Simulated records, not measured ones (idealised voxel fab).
process module | voxel wiring stack
cross-section cut | 255 nm wide | cells 5 nm
A cross-section is a grid of square cells, given in bands from the top down. A band is one or more rows of cells.
Each band's line starts with the height of the band's top and of its bottom, in nm. Then come its materials from left to right, each with its width in nm. One material with "throughout" fills the band from edge to edge. "air" is empty space.
Height 0 is the level under which the wafer as received is all one material. The lowest band goes on downwards, as in "0 down".
A width such as "30 to 40" changes by the same amount from each row of cells to the next, from the band's top row to its bottom row.
"no change" after a step means that no cell of the cross-section changed.
closed voids: empty space of 8 cells or more with no open way to the top, each as width x height at its distance from the left edge, in nm
after a step's settings: what the simulator itself notes on the step
overlay nm, on a step with a mask: how far to the right of its planned place the mask lay; to the left if negative
plan
1 op RECEIVE | material Si
2 op CONFORMAL_DEP | material SiO2 | thk nm 10
3 op CONFORMAL_DEP | material SiCN | thk nm 5
4 op DIRECTIONAL_DEP | material SiO2 | thk nm 15
5 op MASKED_ETCH | tone open | mask id METAL_1 | width nm 20 | pitch nm 50 | etch materials SiO2 | depth nm 15 | overlay nm 0
6 op MASKED_ETCH | tone open | mask id METAL_1 | width nm 20 | pitch nm 50 | etch materials SiCN | depth nm 5 | overlay nm 0
7 op CONFORMAL_DEP | material TiN | thk nm 5
8 op FILL_DEP | material Cu | thk nm 10
9 op CMP | height nm 30
10 op CONFORMAL_DEP | material SiCN | thk nm 5
11 op DIRECTIONAL_DEP | material SiO2 | thk nm 15
12 op MASKED_ETCH | tone open | mask id PLUG_1 | width nm 15 | pitch nm 100 | etch materials SiO2 | depth nm 15 | overlay nm 0
13 op MASKED_ETCH | tone open | mask id PLUG_1 | width nm 15 | pitch nm 100 | etch materials SiCN | depth nm 5 | overlay nm 0
14 op EPI | material Ru | thk nm 10
15 op EPI | material Ru | thk nm 10
16 op DIRECTIONAL_DEP | material TiN | thk nm 5
17 op DIRECTIONAL_DEP | material Ru | thk nm 20
18 op MASKED_ETCH | tone cover | mask id METAL_2 | width nm 20 | pitch nm 50 | etch materials Ru | depth nm 20 | overlay nm 0
19 op MASKED_ETCH | tone cover | mask id METAL_2 | width nm 20 | pitch nm 50 | etch materials TiN | depth nm 5 | overlay nm 0
20 op FILL_DEP | material lowk | thk nm 5
21 op CMP | height nm 75
22 op CONFORMAL_DEP | material SiCN | thk nm 5
as received, after step 1
  0 down: Si throughout
  closed voids: none
a wafer at the end: this start, this plan, one mistake
  80 to 75: SiCN throughout
  75 to 55: lowk 40 | Ru 20 | lowk 30 | Ru 20 | lowk 30 | Ru 20 | lowk 30 | Ru 20 | lowk 45
  55 to 50: lowk 40 | TiN 20 | lowk 30 | TiN 20 | lowk 30 | TiN 20 | lowk 30 | TiN 20 | lowk 45
  50 to 35: SiO2 40 | Ru 15 | SiO2 85 | Ru 15 | SiO2 100
  35 to 30: SiCN 40 | Ru 15 | SiCN 85 | Ru 15 | SiCN 100
  30 to 20: SiO2 40 | TiN 5 | Cu 10 | TiN 5 | SiO2 30 | TiN 5 | Cu 10 | TiN 5 | SiO2 30 | TiN 5 | Cu 10 | TiN 5 | SiO2 30 | TiN 5 | Cu 10 | TiN 5 | SiO2 45
  20 to 15: SiO2 40 | TiN 5 | Cu 5 | TiN 10 | SiO2 30 | TiN 5 | Cu 5 | TiN 10 | SiO2 30 | TiN 5 | Cu 5 | TiN 10 | SiO2 30 | TiN 5 | Cu 5 | TiN 10 | SiO2 45
  15 to 10: SiCN 40 | TiN 15 | SiCN 35 | TiN 15 | SiCN 35 | TiN 15 | SiCN 35 | TiN 15 | SiCN 50
  10 to 0: SiO2 throughout
  0 down: Si throughout
  closed voids: none
what went wrong: step 6 ran as: op MASKED_ETCH | tone open | mask id METAL_1 | width nm 20 | pitch nm 50 | etch materials SiCN | depth nm 5 | overlay nm -5
